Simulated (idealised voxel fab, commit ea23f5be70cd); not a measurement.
The following process module bears the name voxel self aligned vias.
For reference, the cross-section in this document is cut, with width 175 nm and square cells of 5 nm.
Cross-section, as written here: a square-cell grid given band by band from the top down, where a band holds one or more rows of cells.
First you get the band's top height and its bottom height, in nm, and then the materials it's made of, left to right, with each width in nm. If you see a single material with "full width", that one covers the band edge to edge. "empty" is empty space.
A quick word on heights: they are counted from 0, and under that level the wafer as it came to us is one material throughout. The lowest band is different from the rest in having no bottom; it simply continues downward, written as in "from 0 down".
You'd read "30->40" like this: the band's top row of cells is as wide as the first number, its bottom row is as wide as the second, and going down, every row changes width by the same amount as the row before did.
For the purposes of this document, the phrase "nothing was modified" attached to a step denotes that no cell within the cross-section was modified by that step.
"Internal closed voids": sealed empty spaces, 8 cells or more, no open way to top, listed width x height at distance, with distance from the left edge and width, height and distance in nm.
Post-settings text on a step line: simulator's own remark regarding the step.
The line of a step may include "overlay nm". On a step with a mask, this value is how far to the right of its planned place the mask lay. A negative value means the mask lay to the left.
### Listed below are the process steps as planned
1 RECEIVE, material Si
2 CONFORMAL_DEP, material SiO2, thk nm 15
3 CONFORMAL_DEP, material SiCN, thk nm 5
4 DIRECTIONAL_DEP, material lowk, thk nm 30
5 DIRECTIONAL_DEP, material aC, thk nm 15
6 PATTERN, tone open, mask id LINES, material resist, width nm 25, pitch nm 65, thk nm 35, overlay nm 0
7 DIRECTIONAL_ETCH, etch materials aC, depth nm 15
8 STRIP, etch materials resist
9 DIRECTIONAL_ETCH, etch materials lowk, depth nm 30
10 STRIP, etch materials aC
11 CONFORMAL_DEP, material TiN, thk nm 5
12 FILL_DEP, material W, thk nm 5
13 CMP, height nm 50
14 SELECTIVE_ETCH, etch materials W Ru TiN, depth nm 10
15 FILL_DEP, material SiN, thk nm 10
16 CMP, height nm 50
17 DIRECTIONAL_DEP, material lowk, thk nm 20
18 DIRECTIONAL_DEP, material aC, thk nm 10
19 PATTERN, tone open, mask id VIAS, material resist, width nm 35, thk nm 30, overlay nm 0
20 DIRECTIONAL_ETCH, etch materials aC, depth nm 10
21 STRIP, etch materials resist
22 DIRECTIONAL_ETCH, etch materials lowk, depth nm 20
23 DIRECTIONAL_ETCH, etch materials SiN, depth nm 10
24 STRIP, etch materials aC
25 CONFORMAL_DEP, material TiN, thk nm 5
26 FILL_DEP, material W, thk nm 10
27 CMP, height nm 70
28 CONFORMAL_DEP, material SiN, thk nm 5
### Cross-section of the wafer upon arrival, representing the state reached after step 1
> from 0 down: Si full width
> Internal closed voids: none
### End-of-module XS, first of two wafers, run as planned
> from 75 to 70: SiN full width
> from 70 to 55: lowk 35 | TiN 5 | W 25 | TiN 5 | lowk 105
> from 55 to 50: lowk 35 | TiN 10 | W 15 | TiN 10 | lowk 105
> from 50 to 45: lowk 40 | TiN 5 | W 15 | TiN 5 | lowk 40 | SiN 25 | lowk 45
> from 45 to 40: lowk 40 | TiN 25 | lowk 40 | SiN 25 | lowk 45
> from 40 to 25: lowk 40 | TiN 5 | W 15 | TiN 5 | lowk 40 | TiN 5 | W 15 | TiN 5 | lowk 45
> from 25 to 20: lowk 40 | TiN 25 | lowk 40 | TiN 25 | lowk 45
> from 20 to 15: SiCN full width
> from 15 to 0: SiO2 full width
> from 0 down: Si full width
> Internal closed voids: none
### Wafer two, sectioned after the module: the first wafer's start, the first wafer's plan, and one mistake in how it was run
> from 75 to 70: SiN full width
> from 70 to 55: lowk 35 | TiN 5 | W 25 | TiN 5 | lowk 105
> from 55 to 50: lowk 35 | TiN 35 | lowk 105
> from 50 to 45: SiCN full width
> from 45 to 15: lowk full width
> from 15 to 0: SiO2 full width
> from 0 down: Si full width
> Internal closed voids: none
what went wrong: steps 3 and 4 got flipped, so each one ran where the other should have
FYI, end of process, the second wafer has more or fewer cells of some materials than the first: -10 SiN; -26 TiN; -24 W; +60 lowk
